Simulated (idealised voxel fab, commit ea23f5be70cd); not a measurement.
Process module in this document: voxel double patterning
The width of the displayed cross-section, cut, is 165 nm; its cells are square, with a size of 5 nm.
A cross-section is written here as square cells arranged in a grid, and it is given in bands from the top down, each band taking up one or more rows of cells.
It is stipulated that each band's entry specify, in nanometres, the height of the top of the band and then that of its bottom, followed by the materials of the band in left-to-right sequence, each together with its width in nanometres. A single material marked by the word "all across" is understood to fill the band from edge to edge; the word "blank" is understood to denote empty space.
Heights are expressed relative to 0, this being the level below which the as-received wafer comprises one material exclusively. The lowest band is unbounded in the downward direction and is denoted as in "top 0, no bottom".
Quick explanation for "30 to 40": the width changes in equal steps down the rows of cells, from the first number in the band's top row to the second number in its bottom row.
For the purposes of this document, the phrase "nothing different" attached to a step denotes that no cell within the cross-section was modified by that step.
What "Enclosed cavities" gives you is every empty space of 8 cells or more that is cut off from the top. Each appears as width x height at distance, with the distance taken from the left edge and width, height and distance all in nm.
On each step's line, the part that comes after the settings is the simulator's own comment on the step.
"overlay nm", when on a step's line for a step with a mask, measures how far to the right of its planned place the mask lay; a negative measure means to the left.

### These are the steps we planned for the process
1) RECEIVE: material Si
2) CONFORMAL_DEP: material SiO2, thk nm 5
3) DIRECTIONAL_DEP: material TiN, thk nm 10
4) DIRECTIONAL_DEP: material SiCN, thk nm 5
5) MASKED_ETCH: tone open, mask id FIRST, width nm 15, pitch nm 50, etch materials SiCN, depth nm 5, overlay nm 0
6) MASKED_ETCH: tone open, mask id SECOND, width nm 15, pitch nm 50, etch materials SiCN, depth nm 5, overlay nm 0
7) DIRECTIONAL_ETCH: etch materials TiN, depth nm 10
8) STRIP: etch materials SiCN

### Wafer as received: cross-section following step 1
> top 0, no bottom | Si all across
> Enclosed cavities: none

### The cross-section shown corresponds to the wafer at the conclusion of the module. The initial structure and the process plan are those presented above; however, one mistake occurred in executing the plan
> top 15, bottom 0 | SiO2 all across
> top 0, no bottom | Si all across
> Enclosed cavities: none
Plan not followed: off-plan run, step 3, actual operation and settings DIRECTIONAL_DEP: material SiO2, thk nm 10
